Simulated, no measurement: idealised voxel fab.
The process module presented herein is designated voxel tone inversion.
Section shown: cut. Width: 205 nm. Cell size: 5 nm, square.
Notation: cross-section as square-cell grid; stated in bands, top first, going down; one or more cell rows per band.
It is stipulated that each band's entry specify, in nanometres, the height of the top of the band and then that of its bottom, followed by the materials of the band in left-to-right sequence, each together with its width in nanometres. A single material marked by the word "all across" is understood to fill the band from edge to edge; the word "empty" is understood to denote empty space.
Heights are expressed relative to 0, this being the level below which the as-received wafer comprises one material exclusively. The lowest band is unbounded in the downward direction and is denoted as in "0..down".
The notation "30 to 40" denotes a width that varies across the rows of cells in the band, beginning at the first number in the top row, finishing at the second number in the bottom row, and changing by an identical amount from each row to the next.
Step note "no alterations made" = no cross-section cell changed.
Basically, "Closed voids list" tells you about the enclosed voids: empty spaces with no open way to the top, 8 cells or bigger, each written width x height at distance, where distance is from the left edge, all in nm.
It should be noted that, on the line of a given step, the content following the step's settings is a remark produced by the simulator itself with respect to that step.
The "overlay nm" setting may appear on a step's line; for a step that uses a mask, it gives how far to the right of its planned position the mask lay, and a negative value indicates the left.
Here's what the planned process steps look like:
| 1 | RECEIVE: material Si |
| 2 | CONFORMAL_DEP: material SiCN, thk nm 10 |
| 3 | DIRECTIONAL_DEP: material aC, thk nm 15 |
| 4 | PATTERN: tone cover, mask id POSTS, material resist, width nm 15, pitch nm 45, thk nm 20, overlay nm 0 |
| 5 | DIRECTIONAL_ETCH: etch materials aC, depth nm 15 |
| 6 | STRIP: etch materials resist |
| 7 | FILL_DEP: material SiO2, thk nm 10 |
| 8 | CMP: height nm 25 |
| 9 | STRIP: etch materials aC |
Keep in mind the plan's value for the width nm of step 4 comes from the first wafer; the wafers don't share that setting, but they do share the same starting point.
Cross-section of the first of several received wafers, showing its state after step 1:
	0..down | Si all across
	Closed voids list: none
first wafer at the end, after step 9:
	25..10 | SiO2 25 nm; empty 15 nm; SiO2 30 nm; empty 15 nm; SiO2 30 nm; empty 15 nm; SiO2 30 nm; empty 15 nm; SiO2 30 nm
	10..0 | SiCN all across
	0..down | Si all across
	Closed voids list: none
Cross-sectional view of the final wafer of several at the module's end:
	25..10 | SiO2 20 nm; empty 30 nm; SiO2 15 nm; empty 30 nm; SiO2 15 nm; empty 30 nm; SiO2 15 nm; empty 30 nm; SiO2 20 nm
	10..0 | SiCN all across
	0..down | Si all across
	Closed voids list: none
Quick key for the table: a row per wafer, taken at the end of the module. For each material it tells you how many cells the wafer gained (+) or lost (-) since it came in, and the closed voids come after:
width nm 15; +82 SiCN; +87 SiO2; Closed voids list: none
width nm 20; +82 SiCN; +75 SiO2; Closed voids list: none
width nm 25; +82 SiCN; +63 SiO2; Closed voids list: none
width nm 30; +82 SiCN; +51 SiO2; Closed voids list: none
